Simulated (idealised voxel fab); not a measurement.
A process module follows: voxel fin reveal.
Cross-section cut: width 285 nm, square cells of 5 nm.
Cross-section format: a grid of square cells, given as bands from top to bottom; each band is one or more rows of cells. Per band: top height and bottom height in nm, followed by the left-to-right materials and their widths in nm; "throughout" marks a single material spanning edge to edge, "air" marks empty space. Measure heights from 0. That's the level where, below it, the as-received wafer is all one material. The lowest band is bottomless and extends downward; write it as in "0 -> down". Width spec "30->40" -> top row of cells at first value, bottom row at second value, equal per-row change in between. Reading "no change occurred" for a step: not a cell of the cross-section changed in it. Heads up: "Sealed-off cavities" only lists the empty pockets with no open path to the top that are 8 cells or more, and it writes them as width x height at distance, distance from the left edge, in nm. On a step's line, text after the settings is the simulator commenting on that step. overlay nm: mask right of planned place by this much (step with mask). Neg. = left.

**Planned step list for the process**
1. RECEIVE: material Si
2. CONFORMAL_DEP: material SiN, thk nm 10
3. MASKED_ETCH: tone cover, mask id FINS, width nm 15, pitch nm 35, etch materials SiN, depth nm 10, overlay nm 0
4. MASKED_ETCH: tone cover, mask id FINS, width nm 15, pitch nm 35, etch materials Si, depth nm 30, overlay nm 0
5. OXIDIZE: depth nm 5
6. FILL_DEP: material SiO2, thk nm 15
7. CMP: height nm 10
8. SELECTIVE_ETCH: etch materials SiO2, depth nm 30
9. STRIP: etch materials SiN

**first wafer, as planned**

**Cross-section of the incoming wafer, state after step 1**
	0 -> down | Si throughout
	Sealed-off cavities: none

**Presented here is a cross-section of the wafer after step 2 has been performed**
	10 -> 0 | SiN throughout
	At heights below 0, the structure remains unaltered.

**Presented here is a cross-section of the wafer after step 3 has been performed**
	10 -> 0 | air=115, then SiN=15, then air=20, then SiN=15, then air=120
	At heights below 0, the structure remains unaltered.

**Presented here is a cross-section of the wafer after step 4 has been performed**
	10 -> 0 | air=115, then SiN=15, then air=20, then SiN=15, then air=120
	0 -> -30 | air=115, then Si=15, then air=20, then Si=15, then air=120
	At heights below -30, the structure remains unaltered.

**Presented here is a cross-section of the wafer after step 5 has been performed**
	10 -> 0 | air=115, then SiN=15, then air=20, then SiN=15, then air=120
	0 -> -30 | air=115, then SiO2=5, then Si=5, then SiO2=5, then air=20, then SiO2=5, then Si=5, then SiO2=5, then air=120
	-30 -> -35 | SiO2=120, then Si=5, then SiO2=30, then Si=5, then SiO2=125
	At heights below -35, the structure remains unaltered.

**Presented here is a cross-section of the wafer after step 6 has been performed**
	25 -> 10 | SiO2 throughout
	10 -> 0 | SiO2=115, then SiN=15, then SiO2=20, then SiN=15, then SiO2=120
	0 -> -35 | SiO2=120, then Si=5, then SiO2=30, then Si=5, then SiO2=125
	At heights below -35, the structure remains unaltered.

**Presented here is a cross-section of the wafer after step 7 has been performed**
	10 -> 0 | SiO2=115, then SiN=15, then SiO2=20, then SiN=15, then SiO2=120
	At heights below 0, the structure remains unaltered.

**Presented here is a cross-section of the wafer after step 8 has been performed**
	10 -> 0 | air=115, then SiN=15, then air=20, then SiN=15, then air=120
	0 -> -20 | air=120, then Si=5, then air=30, then Si=5, then air=125
	At heights below -20, the structure remains unaltered.

**Presented here is a cross-section of the wafer after step 9 has been performed**
	0 -> -20 | air=120, then Si=5, then air=30, then Si=5, then air=125
	At heights below -20, the structure remains unaltered.

**Second Wafer (Identical Start and Plan, One Processing Error; Matches First Wafer Through Step 6)**

Cross-section of the second wafer at the time step 7 of the plan should have ended: no change occurred

**Cross-section of the second wafer at the time step 8 of the plan should have ended**
	10 -> 0 | air=115, then SiN=15, then air=20, then SiN=15, then air=120
	0 -> -5 | air=120, then Si=5, then air=30, then Si=5, then air=125
	At heights below -5, the structure remains unaltered.

**Cross-section of the second wafer at the time step 9 of the plan should have ended**
	0 -> -5 | air=120, then Si=5, then air=30, then Si=5, then air=125
	At heights below -5, the structure remains unaltered.
Against the plan, the run slipped here: the plan's step 7 went unexecuted, having been skipped
Looking at both finished wafers in cells, the second ends up ahead of or behind the first on some materials: 165 more of SiO2
